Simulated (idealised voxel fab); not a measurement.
Documented hereafter: the process module known as voxel transistor to metal.
Displayed cross-section: cut, width of 180 nm, square cells sized 5 nm.
Just so we're on the same page, the cross-sections are grids of square cells, and they're listed out in bands top to bottom, each band one or more rows deep.
The band entry comprises the height of the band's top followed by the height of its bottom, expressed in nm, and subsequently the band's materials from left to right, each stated together with its width in nm. Where a single material is marked with the word "edge to edge", that material fills the band from edge to edge. The word "blank" represents empty space.
Note: height 0 marks the level under which the wafer is uniformly one material as received. Lowest band unbounded below, written "z 0 and below".
When a width is written as two numbers, as in "30->40", the first number is the width in the top row of cells of the band and the second is the width in its bottom row, and the width changes by the same amount from each row to the next.
Key: "nothing altered" - step with no changed cell in the cross-section.
In "Sealed void list" the enclosed voids are listed, meaning empty spaces of 8 cells or larger without any opening to the top. The form is width x height at distance, distance from the left edge, units nm.
Step line, after settings: the simulator's comment on this step.
overlay nm: how far to the right of its planned place the mask lay on this masked step (negative: to the left).

The following list gives the planned process steps
1 RECEIVE,material Si
2 OXIDIZE,depth nm 5
3 CONFORMAL_DEP,material SiN,thk nm 10
4 PATTERN,tone cover,mask id ACTIVE,material resist,width nm 95,thk nm 15,overlay nm 0
5 DIRECTIONAL_ETCH,etch materials SiN,depth nm 10
6 DIRECTIONAL_ETCH,etch materials SiO2,depth nm 5
7 DIRECTIONAL_ETCH,etch materials Si,depth nm 25
8 STRIP,etch materials resist
9 OXIDIZE,depth nm 5
10 FILL_DEP,material SiO2,thk nm 15
11 CMP,height nm 10
12 SELECTIVE_ETCH,etch materials SiO2,depth nm 5
13 STRIP,etch materials SiN
14 SELECTIVE_ETCH,etch materials SiO2,depth nm 5
15 OXIDIZE,depth nm 5
16 DIRECTIONAL_DEP,material polySi,thk nm 15
17 DIRECTIONAL_DEP,material SiCN,thk nm 10
18 MASKED_ETCH,tone cover,mask id GATE,width nm 15,etch materials SiCN,depth nm 20,overlay nm 0
19 MASKED_ETCH,tone cover,mask id GATE,width nm 15,etch materials polySi,depth nm 30,overlay nm 0
20 CONFORMAL_DEP,material SiO2,thk nm 5
21 DIRECTIONAL_ETCH,etch materials SiO2,depth nm 5
22 CONFORMAL_DEP,material SiN,thk nm 10
23 DIRECTIONAL_ETCH,etch materials SiN,depth nm 10
24 DIRECTIONAL_ETCH,etch materials SiO2,depth nm 5
25 DIRECTIONAL_ETCH,etch materials Si,depth nm 15
26 EPI,material nSi,thk nm 20
27 FILL_DEP,material SiO2,thk nm 5
28 CMP,height nm 25
29 DIRECTIONAL_DEP,material SiO2,thk nm 10
30 PATTERN,tone open,mask id CONTACT,material resist,width nm 25,pitch nm 50,thk nm 15,overlay nm 0
31 DIRECTIONAL_ETCH,etch materials SiO2,depth nm 25
32 STRIP,etch materials resist
33 CONFORMAL_DEP,material TiN,thk nm 5
34 FILL_DEP,material Ru,thk nm 5
35 CMP,height nm 35
36 CONFORMAL_DEP,material SiN,thk nm 5
37 DIRECTIONAL_DEP,material lowk,thk nm 20
38 PATTERN,tone open,mask id METAL_1,material resist,width nm 15,pitch nm 60,thk nm 20,overlay nm 0
39 DIRECTIONAL_ETCH,etch materials lowk,depth nm 20
40 DIRECTIONAL_ETCH,etch materials SiN,depth nm 5
41 STRIP,etch materials resist
42 CONFORMAL_DEP,material TiN,thk nm 5
43 FILL_DEP,material W,thk nm 5
44 CMP,height nm 60
45 CONFORMAL_DEP,material SiCN,thk nm 5
Every wafer here starts from the same state; it is the step 16 thk nm that distinguishes them, and the value the plan gives belongs to the first wafer.

First of several wafers, received after step 1, in cross-section
* z 0 and below = Si edge to edge
* Sealed void list: none

End of module: cross-section of the first of several wafers after step 45, the last step
* z 65 to 60 = SiCN edge to edge
* z 60 to 40 = lowk 50 nm | TiN 5 nm | W 5 nm | TiN 5 nm | lowk 45 nm | TiN 5 nm | W 5 nm | TiN 5 nm | lowk 55 nm
* z 40 to 35 = SiN 50 nm | TiN 15 nm | SiN 45 nm | TiN 15 nm | SiN 55 nm
* z 35 to 25 = SiO2 50 nm | TiN 5 nm | Ru 15 nm | TiN 5 nm | SiO2 25 nm | TiN 5 nm | Ru 15 nm | TiN 5 nm | SiO2 55 nm
* z 25 to 20 = SiO2 50 nm | TiN 5 nm | Ru 5 nm | TiN 15 nm | SiO2 25 nm | TiN 15 nm | Ru 5 nm | TiN 5 nm | SiO2 55 nm
* z 20 to 15 = SiO2 50 nm | TiN 5 nm | Ru 5 nm | TiN 5 nm | SiN 10 nm | SiO2 5 nm | SiCN 15 nm | SiO2 5 nm | SiN 10 nm | TiN 5 nm | Ru 5 nm | TiN 5 nm | SiO2 55 nm
* z 15 to 10 = SiO2 50 nm | TiN 15 nm | SiN 10 nm | SiO2 5 nm | SiCN 15 nm | SiO2 5 nm | SiN 10 nm | TiN 15 nm | SiO2 55 nm
* z 10 to 0 = SiO2 40 nm | nSi 25 nm | SiN 10 nm | SiO2 5 nm | polySi 15 nm | SiO2 5 nm | SiN 10 nm | nSi 25 nm | SiO2 45 nm
* z 0 to -5 = SiO2 40 nm | SiN 10 nm | nSi 15 nm | SiN 10 nm | SiO2 5 nm | polySi 15 nm | SiO2 5 nm | SiN 10 nm | nSi 15 nm | SiN 10 nm | SiO2 45 nm
* z -5 to -10 = SiO2 50 nm | nSi 15 nm | SiO2 45 nm | nSi 15 nm | SiO2 55 nm
* z -10 to -25 = SiO2 45 nm | Si 5 nm | nSi 15 nm | Si 45 nm | nSi 15 nm | Si 5 nm | SiO2 50 nm
* z -25 to -35 = SiO2 45 nm | Si 85 nm | SiO2 50 nm
* z -35 and below = Si edge to edge
* Sealed void list: none

Last-wafer cross-section at the end of the module
* z 65 to 60 = SiCN edge to edge
* z 60 to 40 = lowk 50 nm | TiN 5 nm | W 5 nm | TiN 5 nm | lowk 45 nm | TiN 5 nm | W 5 nm | TiN 5 nm | lowk 55 nm
* z 40 to 35 = SiN 50 nm | TiN 15 nm | SiN 45 nm | TiN 15 nm | SiN 55 nm
* z 35 to 25 = SiO2 50 nm | TiN 5 nm | Ru 15->5 nm | TiN 5->15 nm | SiO2 25 nm | TiN 5->15 nm | Ru 15->5 nm | TiN 5 nm | SiO2 55 nm
* z 25 to 15 = SiO2 50 nm | TiN 5 nm | Ru 5 nm | TiN 5 nm | SiN 10 nm | SiO2 5 nm | polySi 15 nm | SiO2 5 nm | SiN 10 nm | TiN 5 nm | Ru 5 nm | TiN 5 nm | SiO2 55 nm
* z 15 to 10 = SiO2 50 nm | TiN 15 nm | SiN 10 nm | SiO2 5 nm | polySi 15 nm | SiO2 5 nm | SiN 10 nm | TiN 15 nm | SiO2 55 nm
* z 10 to 0 = SiO2 40 nm | nSi 25 nm | SiN 10 nm | SiO2 5 nm | polySi 15 nm | SiO2 5 nm | SiN 10 nm | nSi 25 nm | SiO2 45 nm
* z 0 to -5 = SiO2 40 nm | SiN 10 nm | nSi 15 nm | SiN 10 nm | SiO2 5 nm | polySi 15 nm | SiO2 5 nm | SiN 10 nm | nSi 15 nm | SiN 10 nm | SiO2 45 nm
* z -5 to -10 = SiO2 50 nm | nSi 15 nm | SiO2 45 nm | nSi 15 nm | SiO2 55 nm
* z -10 to -25 = SiO2 45 nm | Si 5 nm | nSi 15 nm | Si 45 nm | nSi 15 nm | Si 5 nm | SiO2 50 nm
* z -25 to -35 = SiO2 45 nm | Si 85 nm | SiO2 50 nm
* z -35 and below = Si edge to edge
* Sealed void list: none

Wafer rows; end of module; cells per material since receipt: (+) gained, (-) lost; then closed voids
thk nm 15; +16 Ru; -185 Si; +42 SiCN; +54 SiN; +306 SiO2; +48 TiN; +8 W; +120 lowk; +50 nSi; +9 polySi; Sealed void list: none
thk nm 20; +12 Ru; -185 Si; +42 SiCN; +58 SiN; +303 SiO2; +48 TiN; +8 W; +120 lowk; +50 nSi; +12 polySi; Sealed void list: none
thk nm 25; +12 Ru; -185 Si; +39 SiCN; +58 SiN; +303 SiO2; +48 TiN; +8 W; +120 lowk; +50 nSi; +15 polySi; Sealed void list: none
thk nm 30; +12 Ru; -185 Si; +36 SiCN; +58 SiN; +303 SiO2; +48 TiN; +8 W; +120 lowk; +50 nSi; +18 polySi; Sealed void list: none
